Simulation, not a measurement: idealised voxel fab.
process module | voxel transistor to metal
cross-section cut | 175 nm wide | cells 5 nm
A cross-section is a grid of square cells, given in bands from the top down. A band is one or more rows of cells.
Each band's line starts with the height of the band's top and of its bottom, in nm. Then come its materials from left to right, each with its width in nm. One material with "throughout" fills the band from edge to edge. "air" is empty space.
Height 0 is the level under which the wafer as received is all one material. The lowest band goes on downwards, as in "0 down".
A width such as "30 to 40" changes by the same amount from each row of cells to the next, from the band's top row to its bottom row.
"no change" after a step means that no cell of the cross-section changed.
closed voids: empty space of 8 cells or more with no open way to the top, each as width x height at its distance from the left edge, in nm
after a step's settings: what the simulator itself notes on the step
overlay nm, on a step with a mask: how far to the right of its planned place the mask lay; to the left if negative
plan
1 op RECEIVE | material Si
2 op OXIDIZE | depth nm 5
3 op CONFORMAL_DEP | material SiN | thk nm 15
4 op PATTERN | tone cover | mask id ACTIVE | material resist | width nm 135 | thk nm 20 | overlay nm 0
5 op DIRECTIONAL_ETCH | etch materials SiN | depth nm 15
6 op DIRECTIONAL_ETCH | etch materials SiO2 | depth nm 5
7 op DIRECTIONAL_ETCH | etch materials Si | depth nm 25
8 op STRIP | etch materials resist
9 op FILL_DEP | material SiO2 | thk nm 15
10 op CMP | height nm 15
11 op SELECTIVE_ETCH | etch materials SiO2 | depth nm 10
12 op STRIP | etch materials SiN
13 op SELECTIVE_ETCH | etch materials SiO2 | depth nm 5
14 op OXIDIZE | depth nm 5
15 op DIRECTIONAL_DEP | material polySi | thk nm 30
16 op DIRECTIONAL_DEP | material SiCN | thk nm 15
17 op PATTERN | tone cover | mask id GATE | material resist | width nm 35 | thk nm 20 | overlay nm 0
18 op DIRECTIONAL_ETCH | etch materials SiCN | depth nm 25
19 op DIRECTIONAL_ETCH | etch materials polySi | depth nm 40
20 op STRIP | etch materials resist
21 op CONFORMAL_DEP | material SiO2 | thk nm 5
22 op DIRECTIONAL_ETCH | etch materials SiO2 | depth nm 5
23 op CONFORMAL_DEP | material SiN | thk nm 10
24 op DIRECTIONAL_ETCH | etch materials SiN | depth nm 10
25 op DIRECTIONAL_ETCH | etch materials SiO2 | depth nm 5
26 op DIRECTIONAL_ETCH | etch materials Si | depth nm 15
27 op EPI | material nSi | thk nm 15
28 op FILL_DEP | material SiO2 | thk nm 5
29 op CMP | height nm 25
30 op STRIP | etch materials polySi
31 op SELECTIVE_ETCH | etch materials SiO2 | depth nm 5
32 op CONFORMAL_DEP | material HfO2 | thk nm 5
33 op CONFORMAL_DEP | material TiN | thk nm 5
34 op FILL_DEP | material W | thk nm 5
35 op CMP | height nm 20
36 op DIRECTIONAL_DEP | material SiO2 | thk nm 10
37 op MASKED_ETCH | tone open | mask id CONTACT | width nm 20 | pitch nm 95 | etch materials SiO2 | depth nm 25 | overlay nm 0
38 op CONFORMAL_DEP | material TiN | thk nm 5
39 op FILL_DEP | material W | thk nm 10
40 op CMP | height nm 30
41 op DIRECTIONAL_DEP | material TiN | thk nm 5
42 op DIRECTIONAL_DEP | material W | thk nm 15
43 op DIRECTIONAL_DEP | material aC | thk nm 10
44 op PATTERN | tone cover | mask id METAL_1 | material resist | width nm 20 | pitch nm 95 | thk nm 30 | overlay nm 0
45 op DIRECTIONAL_ETCH | etch materials aC | depth nm 10
46 op STRIP | etch materials resist
47 op DIRECTIONAL_ETCH | etch materials W | depth nm 15
48 op DIRECTIONAL_ETCH | etch materials TiN | depth nm 5
49 op STRIP | etch materials aC
50 op CONFORMAL_DEP | material SiCN | thk nm 5
51 op FILL_DEP | material lowk | thk nm 10
52 op CMP | height nm 50
53 op CONFORMAL_DEP | material SiCN | thk nm 5
as received, after step 1
  0 down: Si throughout
  closed voids: none
a wafer at the end: this start, this plan, one mistake
  55 to 50: SiCN throughout
  50 to 35: lowk 25 | SiCN 5 | W 20 | SiCN 5 | lowk 65 | SiCN 5 | W 20 | SiCN 5 | lowk 25
  35 to 30: SiCN 30 | TiN 20 | SiCN 75 | TiN 20 | SiCN 30
  30 to 20: SiO2 30 | TiN 5 | W 10 | TiN 5 | SiO2 75 | TiN 5 | W 10 | TiN 5 | SiO2 30
  20 to 15: SiO2 30 | TiN 20 | SiO2 5 | SiN 10 | HfO2 45 | SiN 10 | SiO2 5 | TiN 20 | SiO2 30
  15 to 0: SiO2 20 | SiN 135 | SiO2 20
  0 to -5: SiO2 throughout
  -5 to -30: SiO2 20 | Si 135 | SiO2 20
  -30 down: Si throughout
  closed voids: none
what went wrong: step 10 was left out
